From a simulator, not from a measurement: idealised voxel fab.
The process module that follows is named voxel gate over fins.
This is section cut - it's 205 nm across, gridded in 5 nm square cells.
How to read a cross-section here: the picture is a grid of square cells, written as bands going from the top down, and any band can span one or more rows of cells.
Top height, bottom height, nm. Materials left to right, width each, nm. Single material + "throughout" = fills band edge to edge. "blank" = empty.
Measure heights from 0. That's the level where, below it, the as-received wafer is all one material. The lowest band is bottomless and extends downward; write it as in "0..down".
Width "30..40": first value at the band's top row of cells, second value at its bottom row, equal change from row to row.
Where the words "no change occurred" appear for a step, the cross-section shows no cell changed by that step; every cell remained as before.
"Sealed voids": sealed empty spaces, 8 cells or more, no open way to top, listed width x height at distance, with distance from the left edge and width, height and distance in nm.
Post-settings text on a step line: simulator's own remark regarding the step.
You can add "overlay nm" to a step's line. For a step with a mask, it describes how far the mask lay to the right of its planned position, and a negative number describes a lay to the left.

[List of planned process steps]
1. RECEIVE with material Si
2. CONFORMAL_DEP with material SiN, thk nm 10
3. PATTERN with tone cover, mask id FINS, material resist, width nm 15, pitch nm 45, thk nm 20, overlay nm 0
4. DIRECTIONAL_ETCH with etch materials SiN, depth nm 10
5. DIRECTIONAL_ETCH with etch materials Si, depth nm 35
6. STRIP with etch materials resist
7. FILL_DEP with material SiO2, thk nm 10
8. CMP with height nm 10
9. SELECTIVE_ETCH with etch materials SiO2, depth nm 20
10. STRIP with etch materials SiN
11. CONFORMAL_DEP with material HfO2, thk nm 5
12. CONFORMAL_DEP with material TiN, thk nm 5
13. FILL_DEP with material W, thk nm 15
14. CMP with height nm 20
15. CONFORMAL_DEP with material SiCN, thk nm 10

[As-received state of the wafer in cross-section, equivalent to post-step 1]
- 0..down  Si throughout
- Sealed voids: none

[Wafer at module end, in section. Began as above, planned as above, run with one mistake]
- 30..20  SiCN throughout
- 20..10  W throughout
- 10..5  W 15 nm; TiN 35 nm; W 10 nm; TiN 35 nm; W 10 nm; TiN 35 nm; W 10 nm; TiN 35 nm; W 20 nm
- 5..0  W 15 nm; TiN 5 nm; HfO2 25 nm; TiN 5 nm; W 10 nm; TiN 5 nm; HfO2 25 nm; TiN 5 nm; W 10 nm; TiN 5 nm; HfO2 25 nm; TiN 5 nm; W 10 nm; TiN 5 nm; HfO2 25 nm; TiN 5 nm; W 20 nm
- 0..-20  W 15 nm; TiN 5 nm; HfO2 5 nm; Si 15 nm; HfO2 5 nm; TiN 5 nm; W 10 nm; TiN 5 nm; HfO2 5 nm; Si 15 nm; HfO2 5 nm; TiN 5 nm; W 10 nm; TiN 5 nm; HfO2 5 nm; Si 15 nm; HfO2 5 nm; TiN 5 nm; W 10 nm; TiN 5 nm; HfO2 5 nm; Si 15 nm; HfO2 5 nm; TiN 5 nm; W 20 nm
- -20..-25  TiN 20 nm; HfO2 5 nm; Si 15 nm; HfO2 5 nm; TiN 20 nm; HfO2 5 nm; Si 15 nm; HfO2 5 nm; TiN 20 nm; HfO2 5 nm; Si 15 nm; HfO2 5 nm; TiN 20 nm; HfO2 5 nm; Si 15 nm; HfO2 5 nm; TiN 25 nm
- -25..-30  HfO2 25 nm; Si 15 nm; HfO2 30 nm; Si 15 nm; HfO2 30 nm; Si 15 nm; HfO2 30 nm; Si 15 nm; HfO2 30 nm
- -30..-35  SiO2 25 nm; Si 15 nm; SiO2 30 nm; Si 15 nm; SiO2 30 nm; Si 15 nm; SiO2 30 nm; Si 15 nm; SiO2 30 nm
- -35..down  Si throughout
- Sealed voids: none
Short version of what went wrong: plan step 9 was conducted twice
